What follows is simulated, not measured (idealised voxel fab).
This section sets out a process module, namely voxel fin reveal.
The cross-section on display is named cut; it measures 180 nm wide, and its cells are 5 nm squares.
A cross-section is written here as square cells arranged in a grid, and it is given in bands from the top down, each band taking up one or more rows of cells.
The band entry comprises the height of the band's top followed by the height of its bottom, expressed in nm, and subsequently the band's materials from left to right, each stated together with its width in nm. Where a single material is marked with the word "full width", that material fills the band from edge to edge. The word "air" represents empty space.
The level at which height equals 0 is the one under which the wafer, as it arrives, is entirely one material. No lower edge exists for the bottom band, which continues downward and is notated as in "0 nm and below".
A two-number width, for instance "30 to 40", indicates that the width is equal to the first number in the top row of the band and to the second number in the bottom row, and that it changes by a constant amount per row of cells.
No cell of the cross-section changed in a step that is given as "nothing got changed".
"Closed empty spaces" specifies each empty space that is not open to the top and that occupies no fewer than 8 cells, using the form width x height at distance, the distance measured from the left edge and all three quantities in nm.
after a step's settings: what the simulator itself notes on the step
overlay nm: mask right of planned place by this much (step with mask). Neg. = left.

Steps planned for the process
step 1: RECEIVE | material Si
step 2: CONFORMAL_DEP | material SiN | thk nm 10
step 3: PATTERN | tone cover | mask id FINS | material resist | width nm 15 | pitch nm 45 | thk nm 15 | overlay nm -15
step 4: DIRECTIONAL_ETCH | etch materials SiN | depth nm 10
step 5: DIRECTIONAL_ETCH | etch materials Si | depth nm 40
step 6: STRIP | etch materials resist
step 7: OXIDIZE | depth nm 5
step 8: FILL_DEP | material SiO2 | thk nm 10
step 9: CMP | height nm 10
step 10: SELECTIVE_ETCH | etch materials SiO2 | depth nm 30
step 11: STRIP | etch materials SiN
step 12: CONFORMAL_DEP | material HfO2 | thk nm 5
Keep in mind the plan's value for the overlay nm of step 3 comes from the first wafer; the wafers don't share that setting, but they do share the same starting point.

The first of several wafers, as received after step 1, seen in section
- 0 nm and below  Si full width
- Closed empty spaces: none

End of module, by wafer: material-by-material cell gain (+) or loss (-) since receipt, then closed voids
overlay nm -15 | +52 HfO2 | -306 Si | +170 SiO2 | Closed empty spaces: none
overlay nm -10 | +52 HfO2 | -306 Si | +170 SiO2 | Closed empty spaces: none
overlay nm -5 | +52 HfO2 | -306 Si | +170 SiO2 | Closed empty spaces: none
overlay nm 0 | +52 HfO2 | -306 Si | +170 SiO2 | Closed empty spaces: none
overlay nm 5 | +52 HfO2 | -306 Si | +170 SiO2 | Closed empty spaces: none
overlay nm 10 | +52 HfO2 | -306 Si | +170 SiO2 | Closed empty spaces: none
overlay nm 15 | +52 HfO2 | -306 Si | +170 SiO2 | Closed empty spaces: none
